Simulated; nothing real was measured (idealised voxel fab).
You're looking at the process module voxel tone inversion.
Section cut is 300 nm wide and gridded with 5 nm square cells.
Notation: cross-section as square-cell grid; stated in bands, top first, going down; one or more cell rows per band.
In this notation a band is specified by the heights of its top and bottom, in that order and in nm, after which its materials appear from left to right, each paired with its width in nm. The word "edge to edge" attached to a single material means that material fills the band from edge to edge; the word "empty" stands for empty space.
Height datum 0, below which the as-received substrate wafer is one material. Lowest band open at the bottom, running downward: "0 nm and below".
A two-number width, for instance "30->40", indicates that the width is equal to the first number in the top row of the band and to the second number in the bottom row, and that it changes by a constant amount per row of cells.
Where a step carries "no alteration", the cross-section came out of it unchanged, cell for cell.
If an empty space has no open way to the top and is at least 8 cells in size, "Enclosed cavity list" lists it, written width x height at distance, where distance is measured from the left edge and every value is in nm.
Whatever follows a step's settings on its line is a remark the simulator itself makes about that step.
"overlay nm", when on a step's line for a step with a mask, measures how far to the right of its planned place the mask lay; a negative measure means to the left.

This section lists the process steps that were planned
1,RECEIVE with material Si
2,CONFORMAL_DEP with material SiN, thk nm 5
3,DIRECTIONAL_DEP with material polySi, thk nm 15
4,PATTERN with tone cover, mask id POSTS, material resist, width nm 15, pitch nm 40, thk nm 20, overlay nm 0
5,DIRECTIONAL_ETCH with etch materials polySi, depth nm 15
6,STRIP with etch materials resist
7,FILL_DEP with material SiO2, thk nm 10
8,CMP with height nm 20
9,STRIP with etch materials polySi
10,CONFORMAL_DEP with material TiN, thk nm 5
11,FILL_DEP with material Ru, thk nm 10
12,CMP with height nm 20
13,CONFORMAL_DEP with material SiN, thk nm 5

The first of two wafers, run as planned

Cross-section of the wafer as it came to us, i.e., already through step 1
    0 nm and below: Si edge to edge
    Enclosed cavity list: none

How the wafer stands in section after step 2
    5 nm to 0 nm: SiN edge to edge
    Anything lower than 0 is untouched.

How the wafer stands in section after step 3
    20 nm to 5 nm: polySi edge to edge
    Anything lower than 5 is untouched.

How the wafer stands in section after step 4
    40 nm to 20 nm: 100 nm empty  15 nm resist  25 nm empty  15 nm resist  25 nm empty  15 nm resist  105 nm empty
    Anything lower than 20 is untouched.

How the wafer stands in section after step 5
    40 nm to 20 nm: 100 nm empty  15 nm resist  25 nm empty  15 nm resist  25 nm empty  15 nm resist  105 nm empty
    20 nm to 5 nm: 100 nm empty  15 nm polySi  25 nm empty  15 nm polySi  25 nm empty  15 nm polySi  105 nm empty
    Anything lower than 5 is untouched.

How the wafer stands in section after step 6
    20 nm to 5 nm: 100 nm empty  15 nm polySi  25 nm empty  15 nm polySi  25 nm empty  15 nm polySi  105 nm empty
    Anything lower than 5 is untouched.

How the wafer stands in section after step 7
    30 nm to 20 nm: SiO2 edge to edge
    20 nm to 5 nm: 100 nm SiO2  15 nm polySi  25 nm SiO2  15 nm polySi  25 nm SiO2  15 nm polySi  105 nm SiO2
    Anything lower than 5 is untouched.

How the wafer stands in section after step 8
    20 nm to 5 nm: 100 nm SiO2  15 nm polySi  25 nm SiO2  15 nm polySi  25 nm SiO2  15 nm polySi  105 nm SiO2
    Anything lower than 5 is untouched.

How the wafer stands in section after step 9
    20 nm to 5 nm: 100 nm SiO2  15 nm empty  25 nm SiO2  15 nm empty  25 nm SiO2  15 nm empty  105 nm SiO2
    Anything lower than 5 is untouched.

How the wafer stands in section after step 10
    25 nm to 20 nm: 105 nm TiN  5 nm empty  35 nm TiN  5 nm empty  35 nm TiN  5 nm empty  110 nm TiN
    20 nm to 10 nm: 100 nm SiO2  5 nm TiN  5 nm empty  5 nm TiN  25 nm SiO2  5 nm TiN  5 nm empty  5 nm TiN  25 nm SiO2  5 nm TiN  5 nm empty  5 nm TiN  105 nm SiO2
    10 nm to 5 nm: 100 nm SiO2  15 nm TiN  25 nm SiO2  15 nm TiN  25 nm SiO2  15 nm TiN  105 nm SiO2
    Anything lower than 5 is untouched.

How the wafer stands in section after step 11
    35 nm to 25 nm: Ru edge to edge
    25 nm to 20 nm: 105 nm TiN  5 nm Ru  35 nm TiN  5 nm Ru  35 nm TiN  5 nm Ru  110 nm TiN
    20 nm to 10 nm: 100 nm SiO2  5 nm TiN  5 nm Ru  5 nm TiN  25 nm SiO2  5 nm TiN  5 nm Ru  5 nm TiN  25 nm SiO2  5 nm TiN  5 nm Ru  5 nm TiN  105 nm SiO2
    Anything lower than 10 is untouched.

How the wafer stands in section after step 12
    20 nm to 10 nm: 100 nm SiO2  5 nm TiN  5 nm Ru  5 nm TiN  25 nm SiO2  5 nm TiN  5 nm Ru  5 nm TiN  25 nm SiO2  5 nm TiN  5 nm Ru  5 nm TiN  105 nm SiO2
    Anything lower than 10 is untouched.

How the wafer stands in section after step 13
    25 nm to 20 nm: SiN edge to edge
    Anything lower than 20 is untouched.

It is to be noted that the second wafer proceeded from the same initial state and according to the same plan as the first, although one mistake was committed in its execution; through step 3, inclusive, the two wafers share an identical history

Cross-section of the second wafer corresponding to the planned conclusion of step 4
    40 nm to 20 nm: 95 nm empty  15 nm resist  25 nm empty  15 nm resist  25 nm empty  15 nm resist  110 nm empty
    Anything lower than 20 is untouched.

Cross-section of the second wafer corresponding to the planned conclusion of step 5
    40 nm to 20 nm: 95 nm empty  15 nm resist  25 nm empty  15 nm resist  25 nm empty  15 nm resist  110 nm empty
    20 nm to 5 nm: 95 nm empty  15 nm polySi  25 nm empty  15 nm polySi  25 nm empty  15 nm polySi  110 nm empty
    Anything lower than 5 is untouched.

Cross-section of the second wafer corresponding to the planned conclusion of step 6
    20 nm to 5 nm: 95 nm empty  15 nm polySi  25 nm empty  15 nm polySi  25 nm empty  15 nm polySi  110 nm empty
    Anything lower than 5 is untouched.

Cross-section of the second wafer corresponding to the planned conclusion of step 7
    30 nm to 20 nm: SiO2 edge to edge
    20 nm to 5 nm: 95 nm SiO2  15 nm polySi  25 nm SiO2  15 nm polySi  25 nm SiO2  15 nm polySi  110 nm SiO2
    Anything lower than 5 is untouched.

Cross-section of the second wafer corresponding to the planned conclusion of step 8
    20 nm to 5 nm: 95 nm SiO2  15 nm polySi  25 nm SiO2  15 nm polySi  25 nm SiO2  15 nm polySi  110 nm SiO2
    Anything lower than 5 is untouched.

Cross-section of the second wafer corresponding to the planned conclusion of step 9
    20 nm to 5 nm: 95 nm SiO2  15 nm empty  25 nm SiO2  15 nm empty  25 nm SiO2  15 nm empty  110 nm SiO2
    Anything lower than 5 is untouched.

Cross-section of the second wafer corresponding to the planned conclusion of step 10
    25 nm to 20 nm: 100 nm TiN  5 nm empty  35 nm TiN  5 nm empty  35 nm TiN  5 nm empty  115 nm TiN
    20 nm to 10 nm: 95 nm SiO2  5 nm TiN  5 nm empty  5 nm TiN  25 nm SiO2  5 nm TiN  5 nm empty  5 nm TiN  25 nm SiO2  5 nm TiN  5 nm empty  5 nm TiN  110 nm SiO2
    10 nm to 5 nm: 95 nm SiO2  15 nm TiN  25 nm SiO2  15 nm TiN  25 nm SiO2  15 nm TiN  110 nm SiO2
    Anything lower than 5 is untouched.

Cross-section of the second wafer corresponding to the planned conclusion of step 11
    35 nm to 25 nm: Ru edge to edge
    25 nm to 20 nm: 100 nm TiN  5 nm Ru  35 nm TiN  5 nm Ru  35 nm TiN  5 nm Ru  115 nm TiN
    20 nm to 10 nm: 95 nm SiO2  5 nm TiN  5 nm Ru  5 nm TiN  25 nm SiO2  5 nm TiN  5 nm Ru  5 nm TiN  25 nm SiO2  5 nm TiN  5 nm Ru  5 nm TiN  110 nm SiO2
    Anything lower than 10 is untouched.

Cross-section of the second wafer corresponding to the planned conclusion of step 12
    20 nm to 10 nm: 95 nm SiO2  5 nm TiN  5 nm Ru  5 nm TiN  25 nm SiO2  5 nm TiN  5 nm Ru  5 nm TiN  25 nm SiO2  5 nm TiN  5 nm Ru  5 nm TiN  110 nm SiO2
    Anything lower than 10 is untouched.

Cross-section of the second wafer corresponding to the planned conclusion of step 13
    25 nm to 20 nm: SiN edge to edge
    Anything lower than 20 is untouched.
Here's what went sideways: step 4, actual vs plan mismatch, actual run PATTERN with tone cover, mask id POSTS, material resist, width nm 15, pitch nm 40, thk nm 20, overlay nm -5
At the close, every material occupies the same number of cells on the second wafer as on the first, only in different positions.
